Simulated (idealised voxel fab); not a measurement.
The process module presented herein is designated voxel tone inversion.
Cross-section cut spans 285 nm and uses square cells 5 nm in size.
Just so we're on the same page, the cross-sections are grids of square cells, and they're listed out in bands top to bottom, each band one or more rows deep. Per band: top height and bottom height in nm, followed by the left-to-right materials and their widths in nm; "edge to edge" marks a single material spanning edge to edge, "air" marks empty space. Where do heights start? At 0: under that level the wafer as delivered is made of one material only. And the lowest band has no floor; it just carries on downward, as in "0 nm and below". With a width like "30->40", each row of cells in the band differs from the next by the same amount, the top row carrying the first number and the bottom row the second. Basically "identical to before" means that step didn't change any cell in the cross-section. Sealed void list: empty space of 8 cells or more with no open way to the top, each as width x height at its distance from the left edge, in nm. Heads up: the bit after the settings on a step's line is the simulator's remark on that step. For masked steps, "overlay nm" on the step line gives how far right of plan the mask actually lay; a minus sign means it lay to the left.

Process steps (planned):
- 1: RECEIVE (material Si)
- 2: CONFORMAL_DEP (material SiN; thk nm 5)
- 3: DIRECTIONAL_DEP (material aC; thk nm 20)
- 4: PATTERN (tone cover; mask id POSTS; material resist; width nm 15; pitch nm 45; thk nm 30; overlay nm 0)
- 5: DIRECTIONAL_ETCH (etch materials aC; depth nm 20)
- 6: STRIP (etch materials resist)
- 7: FILL_DEP (material lowk; thk nm 10)
- 8: CMP (height nm 25)
- 9: STRIP (etch materials aC)

The first of two wafers, run as planned:

Cross-section: wafer on arrival = after step 1:
  0 nm and below: Si edge to edge
  Sealed void list: none

Cross-sectional representation of the wafer at the conclusion of step 2:
  5 nm to 0 nm: SiN edge to edge
  Under 0: no change, same as before.

Cross-sectional representation of the wafer at the conclusion of step 3:
  25 nm to 5 nm: aC edge to edge
  Under 5: no change, same as before.

Cross-sectional representation of the wafer at the conclusion of step 4:
  55 nm to 25 nm: 110 of air, then 15 of resist, then 30 of air, then 15 of resist, then 115 of air
  Under 25: no change, same as before.

Cross-sectional representation of the wafer at the conclusion of step 5:
  35 nm to 25 nm: 110 of air, then 15 of resist, then 30 of air, then 15 of resist, then 115 of air
  25 nm to 5 nm: 110 of air, then 15 of aC, then 30 of air, then 15 of aC, then 115 of air
  Under 5: no change, same as before.

Cross-sectional representation of the wafer at the conclusion of step 6:
  25 nm to 5 nm: 110 of air, then 15 of aC, then 30 of air, then 15 of aC, then 115 of air
  Under 5: no change, same as before.

Cross-sectional representation of the wafer at the conclusion of step 7:
  35 nm to 25 nm: lowk edge to edge
  25 nm to 5 nm: 110 of lowk, then 15 of aC, then 30 of lowk, then 15 of aC, then 115 of lowk
  Under 5: no change, same as before.

Cross-sectional representation of the wafer at the conclusion of step 8:
  25 nm to 5 nm: 110 of lowk, then 15 of aC, then 30 of lowk, then 15 of aC, then 115 of lowk
  Under 5: no change, same as before.

Cross-sectional representation of the wafer at the conclusion of step 9:
  25 nm to 5 nm: 110 of lowk, then 15 of air, then 30 of lowk, then 15 of air, then 115 of lowk
  Under 5: no change, same as before.

Wafer two of two - same starting point, same process plan, one mistake in execution; matches wafer one up to and including step 3:

The second wafer in cross-section, at the planned close of step 4:
  55 nm to 25 nm: 105 of air, then 25 of resist, then 20 of air, then 25 of resist, then 110 of air
  Under 25: no change, same as before.

The second wafer in cross-section, at the planned close of step 5:
  35 nm to 25 nm: 105 of air, then 25 of resist, then 20 of air, then 25 of resist, then 110 of air
  25 nm to 5 nm: 105 of air, then 25 of aC, then 20 of air, then 25 of aC, then 110 of air
  Under 5: no change, same as before.

The second wafer in cross-section, at the planned close of step 6:
  25 nm to 5 nm: 105 of air, then 25 of aC, then 20 of air, then 25 of aC, then 110 of air
  Under 5: no change, same as before.

The second wafer in cross-section, at the planned close of step 7:
  35 nm to 25 nm: lowk edge to edge
  25 nm to 5 nm: 105 of lowk, then 25 of aC, then 20 of lowk, then 25 of aC, then 110 of lowk
  Under 5: no change, same as before.

The second wafer in cross-section, at the planned close of step 8:
  25 nm to 5 nm: 105 of lowk, then 25 of aC, then 20 of lowk, then 25 of aC, then 110 of lowk
  Under 5: no change, same as before.

The second wafer in cross-section, at the planned close of step 9:
  25 nm to 5 nm: 105 of lowk, then 25 of air, then 20 of lowk, then 25 of air, then 110 of lowk
  Under 5: no change, same as before.
What broke from the plan during processing? step 4 did not happen as planned, as run it was PATTERN (tone cover; mask id POSTS; material resist; width nm 25; pitch nm 45; thk nm 30; overlay nm 0)
Final cells, second wafer relative to first, materials higher or lower: lowk -16
